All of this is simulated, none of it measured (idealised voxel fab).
process module | voxel gate over fins
cross-section cut | 175 nm wide | cells 5 nm
A cross-section is a grid of square cells, given in bands from the top down. A band is one or more rows of cells.
Each band's line starts with the height of the band's top and of its bottom, in nm. Then come its materials from left to right, each with its width in nm. One material with "throughout" fills the band from edge to edge. "air" is empty space.
Height 0 is the level under which the wafer as received is all one material. The lowest band goes on downwards, as in "0 down".
A width such as "30 to 40" changes by the same amount from each row of cells to the next, from the band's top row to its bottom row.
"no change" after a step means that no cell of the cross-section changed.
closed voids: empty space of 8 cells or more with no open way to the top, each as width x height at its distance from the left edge, in nm
after a step's settings: what the simulator itself notes on the step
overlay nm, on a step with a mask: how far to the right of its planned place the mask lay; to the left if negative
plan
1 op RECEIVE | material Si
2 op CONFORMAL_DEP | material SiN | thk nm 5
3 op DIRECTIONAL_DEP | material aC | thk nm 15
4 op PATTERN | tone cover | mask id FINS | material resist | width nm 15 | pitch nm 35 | thk nm 35 | overlay nm 0
5 op DIRECTIONAL_ETCH | etch materials aC | depth nm 15
6 op STRIP | etch materials resist
7 op DIRECTIONAL_ETCH | etch materials SiN | depth nm 5
8 op DIRECTIONAL_ETCH | etch materials Si | depth nm 30
9 op STRIP | etch materials aC
10 op FILL_DEP | material SiO2 | thk nm 5
11 op CMP | height nm 5
12 op SELECTIVE_ETCH | etch materials SiO2 | depth nm 20
13 op STRIP | etch materials SiN
14 op CONFORMAL_DEP | material HfO2 | thk nm 5
15 op CONFORMAL_DEP | material TiN | thk nm 5
16 op FILL_DEP | material W | thk nm 10
17 op CMP | height nm 15
18 op CONFORMAL_DEP | material SiCN | thk nm 10
first wafer, as planned
as received, after step 1
  0 down: Si throughout
  closed voids: none
after step 2
  5 to 0: SiN throughout
  below 0: unchanged
after step 3
  20 to 5: aC throughout
  below 5: unchanged
after step 4
  55 to 20: air 60 | resist 15 | air 20 | resist 15 | air 65
  below 20: unchanged
after step 5
  40 to 20: air 60 | resist 15 | air 20 | resist 15 | air 65
  20 to 5: air 60 | aC 15 | air 20 | aC 15 | air 65
  below 5: unchanged
after step 6
  20 to 5: air 60 | aC 15 | air 20 | aC 15 | air 65
  below 5: unchanged
after step 7
  20 to 5: air 60 | aC 15 | air 20 | aC 15 | air 65
  5 to 0: air 60 | SiN 15 | air 20 | SiN 15 | air 65
  below 0: unchanged
after step 8
  20 to 5: air 60 | aC 15 | air 20 | aC 15 | air 65
  5 to 0: air 60 | SiN 15 | air 20 | SiN 15 | air 65
  0 to -30: air 60 | Si 15 | air 20 | Si 15 | air 65
  below -30: unchanged
after step 9
  5 to 0: air 60 | SiN 15 | air 20 | SiN 15 | air 65
  below 0: unchanged
after step 10
  10 to 5: SiO2 throughout
  5 to 0: SiO2 60 | SiN 15 | SiO2 20 | SiN 15 | SiO2 65
  0 to -30: SiO2 60 | Si 15 | SiO2 20 | Si 15 | SiO2 65
  below -30: unchanged
after step 11
  5 to 0: SiO2 60 | SiN 15 | SiO2 20 | SiN 15 | SiO2 65
  below 0: unchanged
after step 12
  5 to 0: air 60 | SiN 15 | air 20 | SiN 15 | air 65
  0 to -15: air 60 | Si 15 | air 20 | Si 15 | air 65
  below -15: unchanged
after step 13
  0 to -15: air 60 | Si 15 | air 20 | Si 15 | air 65
  below -15: unchanged
after step 14
  5 to 0: air 55 | HfO2 25 | air 10 | HfO2 25 | air 60
  0 to -10: air 55 | HfO2 5 | Si 15 | HfO2 5 | air 10 | HfO2 5 | Si 15 | HfO2 5 | air 60
  -10 to -15: HfO2 60 | Si 15 | HfO2 20 | Si 15 | HfO2 65
  below -15: unchanged
after step 15
  10 to 5: air 50 | TiN 70 | air 55
  5 to 0: air 50 | TiN 5 | HfO2 25 | TiN 10 | HfO2 25 | TiN 5 | air 55
  0 to -5: air 50 | TiN 5 | HfO2 5 | Si 15 | HfO2 5 | TiN 10 | HfO2 5 | Si 15 | HfO2 5 | TiN 5 | air 55
  -5 to -10: TiN 55 | HfO2 5 | Si 15 | HfO2 5 | TiN 10 | HfO2 5 | Si 15 | HfO2 5 | TiN 60
  below -10: unchanged
after step 16
  20 to 10: W throughout
  10 to 5: W 50 | TiN 70 | W 55
  5 to 0: W 50 | TiN 5 | HfO2 25 | TiN 10 | HfO2 25 | TiN 5 | W 55
  0 to -5: W 50 | TiN 5 | HfO2 5 | Si 15 | HfO2 5 | TiN 10 | HfO2 5 | Si 15 | HfO2 5 | TiN 5 | W 55
  below -5: unchanged
after step 17
  15 to 10: W throughout
  below 10: unchanged
after step 18
  25 to 15: SiCN throughout
  below 15: unchanged
second wafer: like start, like plan, one mistake. Through step 11 it matches the first wafer
when step 12 should have ended
  5 to 0: air 60 | SiN 15 | air 20 | SiN 15 | air 65
  0 to -5: air 60 | Si 15 | air 20 | Si 15 | air 65
  below -5: unchanged
when step 13 should have ended
  0 to -5: air 60 | Si 15 | air 20 | Si 15 | air 65
  below -5: unchanged
when step 14 should have ended
  5 to 0: air 55 | HfO2 25 | air 10 | HfO2 25 | air 60
  0 to -5: HfO2 60 | Si 15 | HfO2 20 | Si 15 | HfO2 65
  below -5: unchanged
when step 15 should have ended
  10 to 5: air 50 | TiN 70 | air 55
  5 to 0: TiN 55 | HfO2 25 | TiN 10 | HfO2 25 | TiN 60
  below 0: unchanged
when step 16 should have ended
  20 to 10: W throughout
  10 to 5: W 50 | TiN 70 | W 55
  below 5: unchanged
when step 17 should have ended
  15 to 10: W throughout
  below 10: unchanged
when step 18 should have ended
  25 to 15: SiCN throughout
  below 15: unchanged
what went wrong: step 12 ran as: op SELECTIVE_ETCH | etch materials SiO2 | depth nm 10
at the end the second wafer has, in cells: 8 fewer of HfO2 | 58 more of SiO2 | 8 fewer of TiN | 42 fewer of W
